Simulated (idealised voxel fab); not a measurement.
The following process module bears the name voxel wiring stack.
Pictured: cross-section cut, 260 nm wide, on a grid of 5 nm square cells.
Cross-section, as written here: a square-cell grid given band by band from the top down, where a band holds one or more rows of cells. Basically the band line says how high the top is and how high the bottom is, in nm, and then what's in it from left to right, every material with its width in nm. Empty space shows up as "empty", and if a single material carries "full width" it runs the full band edge to edge. All heights in this document are referenced to 0, defined as the level beneath which the wafer, as received, consists entirely of one material. The lowest band is not bounded below; it extends indefinitely downward and is written in the form "0..down". Note: "30->40" means the width goes from the first number (top row of the band) to the second number (bottom row) in equal steps per row of cells. Basically "stayed the same" means that step didn't change any cell in the cross-section. "Sealed cavities" lists enclosed empty spaces (at least 8 cells, no open path upward to the top), each as width x height at distance from the left edge, in nm. Whatever follows a step's settings on its line is a remark the simulator itself makes about that step. overlay nm: mask right of planned place by this much (step with mask). Neg. = left.

# These are the steps we planned for the process
1,RECEIVE (material Si)
2,CONFORMAL_DEP (material SiO2; thk nm 10)
3,CONFORMAL_DEP (material SiCN; thk nm 5)
4,DIRECTIONAL_DEP (material SiO2; thk nm 25)
5,MASKED_ETCH (tone open; mask id METAL_1; width nm 30; pitch nm 55; etch materials SiO2; depth nm 25; overlay nm 0)
6,MASKED_ETCH (tone open; mask id METAL_1; width nm 30; pitch nm 55; etch materials SiCN; depth nm 5; overlay nm 0)
7,CONFORMAL_DEP (material TiN; thk nm 5)
8,FILL_DEP (material Cu; thk nm 5)
9,CMP (height nm 40)
10,CONFORMAL_DEP (material SiCN; thk nm 5)
11,DIRECTIONAL_DEP (material SiO2; thk nm 35)
12,PATTERN (tone open; mask id METAL_2_HOLES; material resist; width nm 15; pitch nm 55; thk nm 15; overlay nm 0)
13,DIRECTIONAL_ETCH (etch materials SiO2; depth nm 35)
14,STRIP (etch materials resist)
15,PATTERN (tone open; mask id METAL_2; material resist; width nm 30; pitch nm 55; thk nm 20; overlay nm 0)
16,DIRECTIONAL_ETCH (etch materials SiO2; depth nm 20)
17,DIRECTIONAL_ETCH (etch materials SiCN; depth nm 5)
18,STRIP (etch materials resist)
19,CONFORMAL_DEP (material TiN; thk nm 5)
20,FILL_DEP (material Ru; thk nm 5)
21,CMP (height nm 80)
22,CONFORMAL_DEP (material SiCN; thk nm 5)
23,DIRECTIONAL_DEP (material SiO2; thk nm 25)
24,PATTERN (tone open; mask id METAL_3; material resist; width nm 30; pitch nm 55; thk nm 15; overlay nm 0)
25,DIRECTIONAL_ETCH (etch materials SiO2; depth nm 15)
26,STRIP (etch materials resist)
27,PATTERN (tone open; mask id METAL_3_HOLES; material resist; width nm 15; pitch nm 55; thk nm 20; overlay nm 0)
28,DIRECTIONAL_ETCH (etch materials SiO2; depth nm 10)
29,DIRECTIONAL_ETCH (etch materials SiCN; depth nm 5)
30,STRIP (etch materials resist)
31,CONFORMAL_DEP (material TiN; thk nm 5)
32,FILL_DEP (material Ru; thk nm 5)
33,CMP (height nm 110)
34,CONFORMAL_DEP (material SiCN; thk nm 5)

# This is the cross-section of the wafer as we received it, i.e. after step 1
	0..down | Si full width
	Sealed cavities: none

# First of two wafers, end-of-module section, run followed plan
	115..110 | SiCN full width
	110..100 | 30 SiO2, 5 TiN, 20 Ru, 5 TiN, 25 SiO2, 5 TiN, 20 Ru, 5 TiN, 25 SiO2, 5 TiN, 20 Ru, 5 TiN, 25 SiO2, 5 TiN, 20 Ru, 5 TiN, 35 SiO2
	100..95 | 30 SiO2, 5 TiN, 5 Ru, 20 TiN, 25 SiO2, 5 TiN, 5 Ru, 20 TiN, 25 SiO2, 5 TiN, 5 Ru, 20 TiN, 25 SiO2, 5 TiN, 5 Ru, 20 TiN, 35 SiO2
	95..85 | 30 SiO2, 5 TiN, 5 Ru, 5 TiN, 40 SiO2, 5 TiN, 5 Ru, 5 TiN, 40 SiO2, 5 TiN, 5 Ru, 5 TiN, 40 SiO2, 5 TiN, 5 Ru, 5 TiN, 50 SiO2
	85..80 | 30 SiCN, 15 TiN, 40 SiCN, 15 TiN, 40 SiCN, 15 TiN, 40 SiCN, 15 TiN, 50 SiCN
	80..65 | 30 SiO2, 5 TiN, 20 Ru, 5 TiN, 25 SiO2, 5 TiN, 20 Ru, 5 TiN, 25 SiO2, 5 TiN, 20 Ru, 5 TiN, 25 SiO2, 5 TiN, 20 Ru, 5 TiN, 35 SiO2
	65..60 | 30 SiO2, 5 TiN, 5 Ru, 20 TiN, 25 SiO2, 5 TiN, 5 Ru, 20 TiN, 25 SiO2, 5 TiN, 5 Ru, 20 TiN, 25 SiO2, 5 TiN, 5 Ru, 20 TiN, 35 SiO2
	60..45 | 30 SiO2, 5 TiN, 5 Ru, 5 TiN, 40 SiO2, 5 TiN, 5 Ru, 5 TiN, 40 SiO2, 5 TiN, 5 Ru, 5 TiN, 40 SiO2, 5 TiN, 5 Ru, 5 TiN, 50 SiO2
	45..40 | 30 SiCN, 15 TiN, 40 SiCN, 15 TiN, 40 SiCN, 15 TiN, 40 SiCN, 15 TiN, 50 SiCN
	40..15 | 30 SiO2, 5 TiN, 20 Cu, 5 TiN, 25 SiO2, 5 TiN, 20 Cu, 5 TiN, 25 SiO2, 5 TiN, 20 Cu, 5 TiN, 25 SiO2, 5 TiN, 20 Cu, 5 TiN, 35 SiO2
	15..10 | 30 SiCN, 30 TiN, 25 SiCN, 30 TiN, 25 SiCN, 30 TiN, 25 SiCN, 30 TiN, 35 SiCN
	10..0 | SiO2 full width
	0..down | Si full width
	Sealed cavities: none

# Same start, same plan as the first wafer - but one mistake in the run. Cross-section of the second of the two at the end of the module
	115..110 | SiCN full width
	110..105 | Ru full width
	105..100 | 35 TiN, 20 Ru, 35 TiN, 20 Ru, 35 TiN, 20 Ru, 35 TiN, 20 Ru, 40 TiN
	100..95 | 30 SiO2, 20 TiN, 5 Ru, 5 TiN, 25 SiO2, 20 TiN, 5 Ru, 5 TiN, 25 SiO2, 20 TiN, 5 Ru, 5 TiN, 25 SiO2, 20 TiN, 5 Ru, 5 TiN, 35 SiO2
	95..85 | 45 SiO2, 5 TiN, 5 Ru, 5 TiN, 40 SiO2, 5 TiN, 5 Ru, 5 TiN, 40 SiO2, 5 TiN, 5 Ru, 5 TiN, 40 SiO2, 5 TiN, 5 Ru, 5 TiN, 35 SiO2
	85..80 | 45 SiCN, 15 TiN, 40 SiCN, 15 TiN, 40 SiCN, 15 TiN, 40 SiCN, 15 TiN, 35 SiCN
	80..65 | 30 SiO2, 5 TiN, 20 Ru, 5 TiN, 25 SiO2, 5 TiN, 20 Ru, 5 TiN, 25 SiO2, 5 TiN, 20 Ru, 5 TiN, 25 SiO2, 5 TiN, 20 Ru, 5 TiN, 35 SiO2
	65..60 | 30 SiO2, 5 TiN, 5 Ru, 20 TiN, 25 SiO2, 5 TiN, 5 Ru, 20 TiN, 25 SiO2, 5 TiN, 5 Ru, 20 TiN, 25 SiO2, 5 TiN, 5 Ru, 20 TiN, 35 SiO2
	60..45 | 30 SiO2, 5 TiN, 5 Ru, 5 TiN, 40 SiO2, 5 TiN, 5 Ru, 5 TiN, 40 SiO2, 5 TiN, 5 Ru, 5 TiN, 40 SiO2, 5 TiN, 5 Ru, 5 TiN, 50 SiO2
	45..40 | 30 SiCN, 15 TiN, 40 SiCN, 15 TiN, 40 SiCN, 15 TiN, 40 SiCN, 15 TiN, 50 SiCN
	40..15 | 30 SiO2, 5 TiN, 20 Cu, 5 TiN, 25 SiO2, 5 TiN, 20 Cu, 5 TiN, 25 SiO2, 5 TiN, 20 Cu, 5 TiN, 25 SiO2, 5 TiN, 20 Cu, 5 TiN, 35 SiO2
	15..10 | 30 SiCN, 30 TiN, 25 SiCN, 30 TiN, 25 SiCN, 30 TiN, 25 SiCN, 30 TiN, 35 SiCN
	10..0 | SiO2 full width
	0..down | Si full width
	Sealed cavities: none
Plan not followed: so step 27 ended up running with a different setting than we planned, it ran as PATTERN (tone cover; mask id METAL_3_HOLES; material resist; width nm 15; pitch nm 55; thk nm 20; overlay nm 0)
at the end the second wafer has, in cells: 36 more of Ru | 56 fewer of SiO2 | 20 more of TiN
